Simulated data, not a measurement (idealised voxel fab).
Presented below is a process module, voxel self aligned vias.
The figure presents cross-section cut, which has a width of 240 nm and is divided into square cells with an edge length of 5 nm.
If you're reading a cross-section in this doc, picture square cells in a grid; it comes to you as bands, top ones listed first down to the bottom, and a band can be one or more rows of cells. In this notation a band is specified by the heights of its top and bottom, in that order and in nm, after which its materials appear from left to right, each paired with its width in nm. The word "everywhere" attached to a single material means that material fills the band from edge to edge; the word "empty" stands for empty space. Height 0 is the level under which the wafer as received is all one material. The lowest band goes on downwards, as in "0 nm and below". So if you see something like "30->40" for the width, read it as the top row of the band sitting at the first number and the bottom row at the second, with every row in between moving by the same amount as the last. "all unchanged" means the step left every cell of the cross-section as it was. "Closed void inventory" - sealed voids, min. 8 cells, no opening to top; format: width x height at distance (distance from left edge; nm throughout). Post-settings text on a step line: simulator's own remark regarding the step. overlay nm: on a step with a mask, how far right of its planned place the mask lay; negative means left.
Steps planned for the process
1 RECEIVE with material Si
2 CONFORMAL_DEP with material SiO2, thk nm 10
3 CONFORMAL_DEP with material SiCN, thk nm 5
4 DIRECTIONAL_DEP with material lowk, thk nm 25
5 PATTERN with tone open, mask id LINES, material resist, width nm 25, pitch nm 60, thk nm 20, overlay nm 0
6 DIRECTIONAL_ETCH with etch materials lowk, depth nm 25
7 STRIP with etch materials resist
8 CONFORMAL_DEP with material TiN, thk nm 5
9 FILL_DEP with material W, thk nm 5
10 CMP with height nm 40
11 SELECTIVE_ETCH with etch materials W Ru TiN, depth nm 10
12 FILL_DEP with material SiN, thk nm 10
13 CMP with height nm 40
14 DIRECTIONAL_DEP with material lowk, thk nm 20
15 DIRECTIONAL_DEP with material aC, thk nm 10
16 PATTERN with tone open, mask id VIAS, material resist, width nm 45, pitch nm 120, thk nm 30, overlay nm 0
17 DIRECTIONAL_ETCH with etch materials aC, depth nm 10
18 STRIP with etch materials resist
19 DIRECTIONAL_ETCH with etch materials lowk, depth nm 20
20 DIRECTIONAL_ETCH with etch materials SiN, depth nm 10
21 STRIP with etch materials aC
22 CONFORMAL_DEP with material TiN, thk nm 5
23 FILL_DEP with material Cu, thk nm 5
24 CMP with height nm 60
25 CONFORMAL_DEP with material SiN, thk nm 5
The first of a set of two wafers, run to plan
Cross-sectional view of the wafer in its as-received condition, corresponding to the state after step 1
> 0 nm and below | Si everywhere
> Closed void inventory: none
Cross-sectional representation of the wafer at the conclusion of step 2
> 10 nm to 0 nm | SiO2 everywhere
> For the remainder of the cross-section, below 0, there is no change.
Cross-sectional representation of the wafer at the conclusion of step 3
> 15 nm to 10 nm | SiCN everywhere
> For the remainder of the cross-section, below 10, there is no change.
Cross-sectional representation of the wafer at the conclusion of step 4
> 40 nm to 15 nm | lowk everywhere
> For the remainder of the cross-section, below 15, there is no change.
Cross-sectional representation of the wafer at the conclusion of step 5
> 60 nm to 40 nm | resist: 45; empty: 25; resist: 35; empty: 25; resist: 35; empty: 25; resist: 50
> For the remainder of the cross-section, below 40, there is no change.
Cross-sectional representation of the wafer at the conclusion of step 6
> 60 nm to 40 nm | resist: 45; empty: 25; resist: 35; empty: 25; resist: 35; empty: 25; resist: 50
> 40 nm to 15 nm | lowk: 45; empty: 25; lowk: 35; empty: 25; lowk: 35; empty: 25; lowk: 50
> For the remainder of the cross-section, below 15, there is no change.
Cross-sectional representation of the wafer at the conclusion of step 7
> 40 nm to 15 nm | lowk: 45; empty: 25; lowk: 35; empty: 25; lowk: 35; empty: 25; lowk: 50
> For the remainder of the cross-section, below 15, there is no change.
Cross-sectional representation of the wafer at the conclusion of step 8
> 45 nm to 40 nm | TiN: 50; empty: 15; TiN: 45; empty: 15; TiN: 45; empty: 15; TiN: 55
> 40 nm to 20 nm | lowk: 45; TiN: 5; empty: 15; TiN: 5; lowk: 35; TiN: 5; empty: 15; TiN: 5; lowk: 35; TiN: 5; empty: 15; TiN: 5; lowk: 50
> 20 nm to 15 nm | lowk: 45; TiN: 25; lowk: 35; TiN: 25; lowk: 35; TiN: 25; lowk: 50
> For the remainder of the cross-section, below 15, there is no change.
Cross-sectional representation of the wafer at the conclusion of step 9
> 50 nm to 45 nm | W everywhere
> 45 nm to 40 nm | TiN: 50; W: 15; TiN: 45; W: 15; TiN: 45; W: 15; TiN: 55
> 40 nm to 20 nm | lowk: 45; TiN: 5; W: 15; TiN: 5; lowk: 35; TiN: 5; W: 15; TiN: 5; lowk: 35; TiN: 5; W: 15; TiN: 5; lowk: 50
> For the remainder of the cross-section, below 20, there is no change.
Cross-sectional representation of the wafer at the conclusion of step 10
> 40 nm to 20 nm | lowk: 45; TiN: 5; W: 15; TiN: 5; lowk: 35; TiN: 5; W: 15; TiN: 5; lowk: 35; TiN: 5; W: 15; TiN: 5; lowk: 50
> For the remainder of the cross-section, below 20, there is no change.
Cross-sectional representation of the wafer at the conclusion of step 11
> 40 nm to 30 nm | lowk: 45; empty: 25; lowk: 35; empty: 25; lowk: 35; empty: 25; lowk: 50
> For the remainder of the cross-section, below 30, there is no change.
Cross-sectional representation of the wafer at the conclusion of step 12
> 50 nm to 40 nm | SiN everywhere
> 40 nm to 30 nm | lowk: 45; SiN: 25; lowk: 35; SiN: 25; lowk: 35; SiN: 25; lowk: 50
> For the remainder of the cross-section, below 30, there is no change.
Cross-sectional representation of the wafer at the conclusion of step 13
> 40 nm to 30 nm | lowk: 45; SiN: 25; lowk: 35; SiN: 25; lowk: 35; SiN: 25; lowk: 50
> For the remainder of the cross-section, below 30, there is no change.
Cross-sectional representation of the wafer at the conclusion of step 14
> 60 nm to 40 nm | lowk everywhere
> For the remainder of the cross-section, below 40, there is no change.
Cross-sectional representation of the wafer at the conclusion of step 15
> 70 nm to 60 nm | aC everywhere
> For the remainder of the cross-section, below 60, there is no change.
Cross-sectional representation of the wafer at the conclusion of step 16
> 100 nm to 70 nm | resist: 35; empty: 45; resist: 75; empty: 45; resist: 40
> For the remainder of the cross-section, below 70, there is no change.
Cross-sectional representation of the wafer at the conclusion of step 17
> 90 nm to 70 nm | resist: 35; empty: 45; resist: 75; empty: 45; resist: 40
> 70 nm to 60 nm | aC: 35; empty: 45; aC: 75; empty: 45; aC: 40
> For the remainder of the cross-section, below 60, there is no change.
Cross-sectional representation of the wafer at the conclusion of step 18
> 70 nm to 60 nm | aC: 35; empty: 45; aC: 75; empty: 45; aC: 40
> For the remainder of the cross-section, below 60, there is no change.
Cross-sectional representation of the wafer at the conclusion of step 19
> 70 nm to 60 nm | aC: 35; empty: 45; aC: 75; empty: 45; aC: 40
> 60 nm to 40 nm | lowk: 35; empty: 45; lowk: 75; empty: 45; lowk: 40
> For the remainder of the cross-section, below 40, there is no change.
Cross-sectional representation of the wafer at the conclusion of step 20
> 70 nm to 60 nm | aC: 35; empty: 45; aC: 75; empty: 45; aC: 40
> 60 nm to 40 nm | lowk: 35; empty: 45; lowk: 75; empty: 45; lowk: 40
> 40 nm to 30 nm | lowk: 45; empty: 25; lowk: 35; SiN: 25; lowk: 35; empty: 25; lowk: 50
> For the remainder of the cross-section, below 30, there is no change.
Cross-sectional representation of the wafer at the conclusion of step 21
> 60 nm to 40 nm | lowk: 35; empty: 45; lowk: 75; empty: 45; lowk: 40
> For the remainder of the cross-section, below 40, there is no change.
Cross-sectional representation of the wafer at the conclusion of step 22
> 65 nm to 60 nm | TiN: 40; empty: 35; TiN: 85; empty: 35; TiN: 45
> 60 nm to 45 nm | lowk: 35; TiN: 5; empty: 35; TiN: 5; lowk: 75; TiN: 5; empty: 35; TiN: 5; lowk: 40
> 45 nm to 40 nm | lowk: 35; TiN: 15; empty: 15; TiN: 15; lowk: 75; TiN: 15; empty: 15; TiN: 15; lowk: 40
> 40 nm to 35 nm | lowk: 45; TiN: 5; empty: 15; TiN: 5; lowk: 35; SiN: 25; lowk: 35; TiN: 5; empty: 15; TiN: 5; lowk: 50
> 35 nm to 30 nm | lowk: 45; TiN: 25; lowk: 35; SiN: 25; lowk: 35; TiN: 25; lowk: 50
> For the remainder of the cross-section, below 30, there is no change.
Cross-sectional representation of the wafer at the conclusion of step 23
> 70 nm to 65 nm | Cu everywhere
> 65 nm to 60 nm | TiN: 40; Cu: 35; TiN: 85; Cu: 35; TiN: 45
> 60 nm to 45 nm | lowk: 35; TiN: 5; Cu: 35; TiN: 5; lowk: 75; TiN: 5; Cu: 35; TiN: 5; lowk: 40
> 45 nm to 40 nm | lowk: 35; TiN: 15; Cu: 15; TiN: 15; lowk: 75; TiN: 15; Cu: 15; TiN: 15; lowk: 40
> 40 nm to 35 nm | lowk: 45; TiN: 5; Cu: 15; TiN: 5; lowk: 35; SiN: 25; lowk: 35; TiN: 5; Cu: 15; TiN: 5; lowk: 50
> For the remainder of the cross-section, below 35, there is no change.
Cross-sectional representation of the wafer at the conclusion of step 24
> 60 nm to 45 nm | lowk: 35; TiN: 5; Cu: 35; TiN: 5; lowk: 75; TiN: 5; Cu: 35; TiN: 5; lowk: 40
> For the remainder of the cross-section, below 45, there is no change.
Cross-sectional representation of the wafer at the conclusion of step 25
> 65 nm to 60 nm | SiN everywhere
> For the remainder of the cross-section, below 60, there is no change.
Second wafer, same starting state and plan as the first, one mistake in the run, identical through step 18
Cross-section of the second wafer at the time by which step 19 should have been completed according to the plan
> 70 nm to 60 nm | aC: 35; empty: 45; aC: 75; empty: 45; aC: 40
> 60 nm to 40 nm | lowk: 35; empty: 45; lowk: 75; empty: 45; lowk: 40
> 40 nm to 30 nm | lowk: 35; empty: 10; SiN: 25; empty: 10; lowk: 25; SiN: 25; lowk: 25; empty: 10; SiN: 25; empty: 10; lowk: 40
> 30 nm to 20 nm | lowk: 35; empty: 10; TiN: 5; W: 15; TiN: 5; empty: 10; lowk: 25; TiN: 5; W: 15; TiN: 5; lowk: 25; empty: 10; TiN: 5; W: 15; TiN: 5; empty: 10; lowk: 40
> For the remainder of the cross-section, below 20, there is no change.
Cross-section of the second wafer at the time by which step 20 should have been completed according to the plan
> 70 nm to 60 nm | aC: 35; empty: 45; aC: 75; empty: 45; aC: 40
> 60 nm to 40 nm | lowk: 35; empty: 45; lowk: 75; empty: 45; lowk: 40
> 40 nm to 30 nm | lowk: 35; empty: 45; lowk: 25; SiN: 25; lowk: 25; empty: 45; lowk: 40
> For the remainder of the cross-section, below 30, there is no change.
Cross-section of the second wafer at the time by which step 21 should have been completed according to the plan
> 60 nm to 40 nm | lowk: 35; empty: 45; lowk: 75; empty: 45; lowk: 40
> For the remainder of the cross-section, below 40, there is no change.
Cross-section of the second wafer at the time by which step 22 should have been completed according to the plan
> 65 nm to 60 nm | TiN: 40; empty: 35; TiN: 85; empty: 35; TiN: 45
> 60 nm to 40 nm | lowk: 35; TiN: 5; empty: 35; TiN: 5; lowk: 75; TiN: 5; empty: 35; TiN: 5; lowk: 40
> 40 nm to 35 nm | lowk: 35; TiN: 5; empty: 35; TiN: 5; lowk: 25; SiN: 25; lowk: 25; TiN: 5; empty: 35; TiN: 5; lowk: 40
> 35 nm to 30 nm | lowk: 35; TiN: 45; lowk: 25; SiN: 25; lowk: 25; TiN: 45; lowk: 40
> 30 nm to 20 nm | lowk: 35; TiN: 15; W: 15; TiN: 15; lowk: 25; TiN: 5; W: 15; TiN: 5; lowk: 25; TiN: 15; W: 15; TiN: 15; lowk: 40
> For the remainder of the cross-section, below 20, there is no change.
Cross-section of the second wafer at the time by which step 23 should have been completed according to the plan
> 70 nm to 65 nm | Cu everywhere
> 65 nm to 60 nm | TiN: 40; Cu: 35; TiN: 85; Cu: 35; TiN: 45
> 60 nm to 40 nm | lowk: 35; TiN: 5; Cu: 35; TiN: 5; lowk: 75; TiN: 5; Cu: 35; TiN: 5; lowk: 40
> 40 nm to 35 nm | lowk: 35; TiN: 5; Cu: 35; TiN: 5; lowk: 25; SiN: 25; lowk: 25; TiN: 5; Cu: 35; TiN: 5; lowk: 40
> For the remainder of the cross-section, below 35, there is no change.
Cross-section of the second wafer at the time by which step 24 should have been completed according to the plan
> 60 nm to 40 nm | lowk: 35; TiN: 5; Cu: 35; TiN: 5; lowk: 75; TiN: 5; Cu: 35; TiN: 5; lowk: 40
> For the remainder of the cross-section, below 40, there is no change.
Cross-section of the second wafer at the time by which step 25 should have been completed according to the plan
> 65 nm to 60 nm | SiN everywhere
> For the remainder of the cross-section, below 60, there is no change.
Nonconformance to the process plan: step 19 of the plan saw execution twice
Final cells, second wafer relative to first, materials higher or lower: +16 Cu | +16 TiN | -32 lowk
